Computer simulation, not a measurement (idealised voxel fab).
process module | voxel released beams
cross-section cut | 195 nm wide | cells 5 nm
A cross-section is a grid of square cells, given in bands from the top down. A band is one or more rows of cells.
Each band's line starts with the height of the band's top and of its bottom, in nm. Then come its materials from left to right, each with its width in nm. One material with "throughout" fills the band from edge to edge. "air" is empty space.
Height 0 is the level under which the wafer as received is all one material. The lowest band goes on downwards, as in "0 down".
A width such as "30 to 40" changes by the same amount from each row of cells to the next, from the band's top row to its bottom row.
"no change" after a step means that no cell of the cross-section changed.
closed voids: empty space of 8 cells or more with no open way to the top, each as width x height at its distance from the left edge, in nm
after a step's settings: what the simulator itself notes on the step
overlay nm, on a step with a mask: how far to the right of its planned place the mask lay; to the left if negative
plan
1 op RECEIVE | material Si
2 op CONFORMAL_DEP | material SiN | thk nm 5
3 op DIRECTIONAL_DEP | material SiO2 | thk nm 10
4 op DIRECTIONAL_DEP | material aC | thk nm 10
5 op PATTERN | tone open | mask id ANCHOR | material resist | width nm 40 | thk nm 30 | overlay nm 0
6 op DIRECTIONAL_ETCH | etch materials aC | depth nm 10
7 op STRIP | etch materials resist
8 op DIRECTIONAL_ETCH | etch materials SiO2 | depth nm 10
9 op STRIP | etch materials aC
10 op CONFORMAL_DEP | material W | thk nm 15
11 op MASKED_ETCH | tone cover | mask id BEAM | width nm 110 | etch materials W | depth nm 15 | overlay nm 0
12 op STRIP | etch materials SiO2
as received, after step 1
  0 down: Si throughout
  closed voids: none
a wafer at the end: this start, this plan, one mistake
  30 to 15: air 40 | W 110 | air 45
  15 to 5: air 50 | W 30 | air 115
  5 to 0: SiN throughout
  0 down: Si throughout
  closed voids: none
what went wrong: step 5 ran as: op PATTERN | tone open | mask id ANCHOR | material resist | width nm 30 | thk nm 30 | overlay nm 0
